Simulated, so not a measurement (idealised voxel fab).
process module | voxel plated lines
cross-section cut | 245 nm wide | cells 5 nm
A cross-section is a grid of square cells, given in bands from the top down. A band is one or more rows of cells.
Each band's line starts with the height of the band's top and of its bottom, in nm. Then come its materials from left to right, each with its width in nm. One material with "throughout" fills the band from edge to edge. "air" is empty space.
Height 0 is the level under which the wafer as received is all one material. The lowest band goes on downwards, as in "0 down".
A width such as "30 to 40" changes by the same amount from each row of cells to the next, from the band's top row to its bottom row.
"no change" after a step means that no cell of the cross-section changed.
closed voids: empty space of 8 cells or more with no open way to the top, each as width x height at its distance from the left edge, in nm
after a step's settings: what the simulator itself notes on the step
overlay nm, on a step with a mask: how far to the right of its planned place the mask lay; to the left if negative
plan
1 op RECEIVE | material Si
2 op CONFORMAL_DEP | material SiO2 | thk nm 5
3 op DIRECTIONAL_DEP | material TiN | thk nm 5
4 op PATTERN | tone open | mask id LINES | material resist | width nm 20 | pitch nm 35 | thk nm 40 | overlay nm 0
5 op EPI | material Ru | thk nm 5
6 op EPI | material Ru | thk nm 5
7 op EPI | material Ru | thk nm 5
8 op STRIP | etch materials resist
9 op DIRECTIONAL_ETCH | etch materials TiN | depth nm 5
10 op CONFORMAL_DEP | material SiCN | thk nm 10
first wafer, as planned
as received, after step 1
  0 down: Si throughout
  closed voids: none
after step 2
  5 to 0: SiO2 throughout
  below 0: unchanged
after step 3
  10 to 5: TiN throughout
  below 5: unchanged
after step 4
  50 to 10: resist 75 | air 20 | resist 15 | air 20 | resist 15 | air 20 | resist 80
  below 10: unchanged
after step 5
  50 to 15: resist 75 | air 20 | resist 15 | air 20 | resist 15 | air 20 | resist 80
  15 to 10: resist 75 | Ru 20 | resist 15 | Ru 20 | resist 15 | Ru 20 | resist 80
  below 10: unchanged
after step 6
  50 to 20: resist 75 | air 20 | resist 15 | air 20 | resist 15 | air 20 | resist 80
  20 to 10: resist 75 | Ru 20 | resist 15 | Ru 20 | resist 15 | Ru 20 | resist 80
  below 10: unchanged
after step 7
  50 to 25: resist 75 | air 20 | resist 15 | air 20 | resist 15 | air 20 | resist 80
  25 to 10: resist 75 | Ru 20 | resist 15 | Ru 20 | resist 15 | Ru 20 | resist 80
  below 10: unchanged
after step 8
  25 to 10: air 75 | Ru 20 | air 15 | Ru 20 | air 15 | Ru 20 | air 80
  below 10: unchanged
after step 9
  25 to 10: air 75 | Ru 20 | air 15 | Ru 20 | air 15 | Ru 20 | air 80
  10 to 5: air 75 | TiN 20 | air 15 | TiN 20 | air 15 | TiN 20 | air 80
  below 5: unchanged
after step 10
  35 to 25: air 65 | SiCN 110 | air 70
  25 to 15: air 65 | SiCN 10 | Ru 20 | SiCN 15 | Ru 20 | SiCN 15 | Ru 20 | SiCN 10 | air 70
  15 to 10: SiCN 75 | Ru 20 | SiCN 15 | Ru 20 | SiCN 15 | Ru 20 | SiCN 80
  10 to 5: SiCN 75 | TiN 20 | SiCN 15 | TiN 20 | SiCN 15 | TiN 20 | SiCN 80
  below 5: unchanged
second wafer: like start, like plan, one mistake. Through step 9 it matches the first wafer
when step 10 should have ended: no change
what went wrong: step 10 was left out
at the end the second wafer has, in cells: 138 fewer of SiCN
